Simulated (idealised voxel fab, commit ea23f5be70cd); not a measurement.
Process module, titled voxel air gaps
Section shown: cut. Width: 275 nm. Cell size: 5 nm, square.
A cross-section is a grid of square cells, given in bands from the top down. A band is one or more rows of cells.
Quick guide to a band line: top height, bottom height (nm) up front; then every material left to right with its width in nm. Only one material and it's marked "throughout"? Then it fills the band edge to edge. And "empty" just means empty space.
Convention: height 0 is the level below which the wafer, as received, is all one material. The lowest band does not terminate at the bottom but continues downward, represented as "0 -> down".
Note: "30..40" means the width goes from the first number (top row of the band) to the second number (bottom row) in equal steps per row of cells.
Step note "nothing changed" = no cross-section cell changed.
Listed in "Fully closed voids": every empty space of 8 or more cells without an open way to the top. Form: width x height at distance, the distance being from the left edge, all in nm.
Past the settings on a step's line: simulator remark, on that step.
overlay nm: right-of-plan distance of the mask on a masked step; negative values mean left-of-plan.
**Set out below are the planned steps of the process**
1,RECEIVE | material Si
2,CONFORMAL_DEP | material SiO2 | thk nm 10
3,CONFORMAL_DEP | material SiN | thk nm 5
4,DIRECTIONAL_DEP | material SiO2 | thk nm 35
5,MASKED_ETCH | tone open | mask id LINES | width nm 20 | pitch nm 50 | etch materials SiO2 | depth nm 35 | overlay nm 0
6,CONFORMAL_DEP | material TiN | thk nm 5
7,FILL_DEP | material W | thk nm 10
8,CMP | height nm 50
9,EPI | material Ru | thk nm 10
10,SELECTIVE_ETCH | etch materials SiO2 | depth nm 45
11,CONFORMAL_DEP | material SiN | thk nm 5
**Incoming wafer in cross-section (state: after step 1)**
0 -> down  Si throughout
Fully closed voids: none
**Run as planned - first of the two wafers cross-sectioned at the end of the module**
65 -> 60  empty (35); SiN (200); empty (40)
60 -> 50  empty (35); SiN (5); Ru (40); SiN (10); Ru (40); SiN (10); Ru (40); SiN (10); Ru (40); SiN (5); empty (40)
50 -> 45  empty (35); SiN (15); TiN (5); W (10); TiN (5); SiN (30); TiN (5); W (10); TiN (5); SiN (30); TiN (5); W (10); TiN (5); SiN (30); TiN (5); W (10); TiN (5); SiN (15); empty (40)
45 -> 20  empty (45); SiN (5); TiN (5); W (10); TiN (5); SiN (5); empty (20); SiN (5); TiN (5); W (10); TiN (5); SiN (5); empty (20); SiN (5); TiN (5); W (10); TiN (5); SiN (5); empty (20); SiN (5); TiN (5); W (10); TiN (5); SiN (5); empty (50)
20 -> 15  SiN (50); TiN (20); SiN (30); TiN (20); SiN (30); TiN (20); SiN (30); TiN (20); SiN (55)
15 -> 10  SiN throughout
10 -> 0  SiO2 throughout
0 -> down  Si throughout
Fully closed voids: 20 x 25 at 75; 20 x 25 at 125; 20 x 25 at 175
**End-of-module cross-section of the second wafer: identical starting point and process plan to the first, with one processing mistake**
65 -> 60  empty (40); SiN (200); empty (35)
60 -> 50  empty (40); SiN (5); Ru (40); SiN (10); Ru (40); SiN (10); Ru (40); SiN (10); Ru (40); SiN (5); empty (35)
50 -> 45  empty (40); SiN (15); TiN (5); W (10); TiN (5); SiN (30); TiN (5); W (10); TiN (5); SiN (30); TiN (5); W (10); TiN (5); SiN (30); TiN (5); W (10); TiN (5); SiN (15); empty (35)
45 -> 20  empty (50); SiN (5); TiN (5); W (10); TiN (5); SiN (5); empty (20); SiN (5); TiN (5); W (10); TiN (5); SiN (5); empty (20); SiN (5); TiN (5); W (10); TiN (5); SiN (5); empty (20); SiN (5); TiN (5); W (10); TiN (5); SiN (5); empty (45)
20 -> 15  SiN (55); TiN (20); SiN (30); TiN (20); SiN (30); TiN (20); SiN (30); TiN (20); SiN (50)
15 -> 10  SiN throughout
10 -> 0  SiO2 throughout
0 -> down  Si throughout
Fully closed voids: 20 x 25 at 80; 20 x 25 at 130; 20 x 25 at 180
In executing the process, a mistake was made relative to the plan: off-plan run, step 5, actual operation and settings MASKED_ETCH | tone open | mask id LINES | width nm 20 | pitch nm 50 | etch materials SiO2 | depth nm 35 | overlay nm 5
If you tally the cells, the second wafer ends up with the same amount of every material as the first; it's all just sitting in different places.
